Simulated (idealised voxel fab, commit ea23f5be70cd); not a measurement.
The process module presented herein is designated voxel quadruple lines.
The cross-section on display is named cut; it measures 290 nm wide, and its cells are 5 nm squares.
If you're reading a cross-section in this doc, picture square cells in a grid; it comes to you as bands, top ones listed first down to the bottom, and a band can be one or more rows of cells. Heads up on the band format: heights come first, top then bottom, in nm. After that it's the materials left to right, each with its width in nm. A single material flagged "edge to edge" fills the whole band edge to edge, and "empty" means there's empty space there. Basically, 0 is our baseline, since under it the wafer straight out of the box is all one material. The bottom band has no lower end and keeps on going down, so it looks like "0 down". You'd read "30->40" like this: the band's top row of cells is as wide as the first number, its bottom row is as wide as the second, and going down, every row changes width by the same amount as the row before did. The cross-section has no changed cell in any step marked "changes: none". Empty spaces without an open route to the top, at least 8 cells in extent, make up the entry "Closed void entries"; each is given as width x height at distance, where the distance is measured from the left edge, and all are in nm. Heads up: the bit after the settings on a step's line is the simulator's remark on that step. "overlay nm" denotes, for a step that has a mask, the displacement of the mask to the right of its planned place, with negative values corresponding to the left.
STEPS IN THE PROCESS PLAN
1 RECEIVE: material Si
2 CONFORMAL_DEP: material Al2O3, thk nm 10
3 DIRECTIONAL_DEP: material Ru, thk nm 15
4 DIRECTIONAL_DEP: material polySi, thk nm 20
5 DIRECTIONAL_DEP: material aC, thk nm 20
6 PATTERN: tone cover, mask id MANDREL, material resist, width nm 15, thk nm 30, overlay nm 0
7 DIRECTIONAL_ETCH: etch materials aC, depth nm 20
8 STRIP: etch materials resist
9 CONFORMAL_DEP: material SiO2, thk nm 15
10 DIRECTIONAL_ETCH: etch materials SiO2, depth nm 15
11 STRIP: etch materials aC
12 DIRECTIONAL_ETCH: etch materials polySi, depth nm 20
13 STRIP: etch materials SiO2
14 CONFORMAL_DEP: material SiN, thk nm 5
15 DIRECTIONAL_ETCH: etch materials SiN, depth nm 5
16 STRIP: etch materials polySi
17 DIRECTIONAL_ETCH: etch materials Ru, depth nm 15
18 STRIP: etch materials SiN
19 FILL_DEP: material lowk, thk nm 5
20 CMP: height nm 25
Across this set of wafers, the varied parameter is the width nm of step 6. Starting conditions are identical for every wafer, and the plan reports the value assigned to the first wafer.
THIS IS HOW THE FIRST OF SEVERAL WAFERS LOOKED IN CROSS-SECTION WHEN IT ARRIVED, WHICH IS AFTER STEP 1
0 down | Si edge to edge
Closed void entries: none
TABULATED BELOW, WAFER BY WAFER, ARE THE END-OF-MODULE RESULTS: FOR EACH MATERIAL, THE NUMBER OF CELLS GAINED (+) OR LOST (-) RELATIVE TO THE AS-RECEIVED STATE, FOLLOWED BY THE CLOSED VOIDS
width nm 15 | +116 Al2O3 | +12 Ru | +162 lowk | Closed void entries: none
width nm 20 | +116 Al2O3 | +12 Ru | +162 lowk | Closed void entries: none
width nm 25 | +116 Al2O3 | +12 Ru | +162 lowk | Closed void entries: none
width nm 30 | +116 Al2O3 | +12 Ru | +162 lowk | Closed void entries: none
width nm 35 | +116 Al2O3 | +12 Ru | +162 lowk | Closed void entries: none
width nm 40 | +116 Al2O3 | +12 Ru | +162 lowk | Closed void entries: none
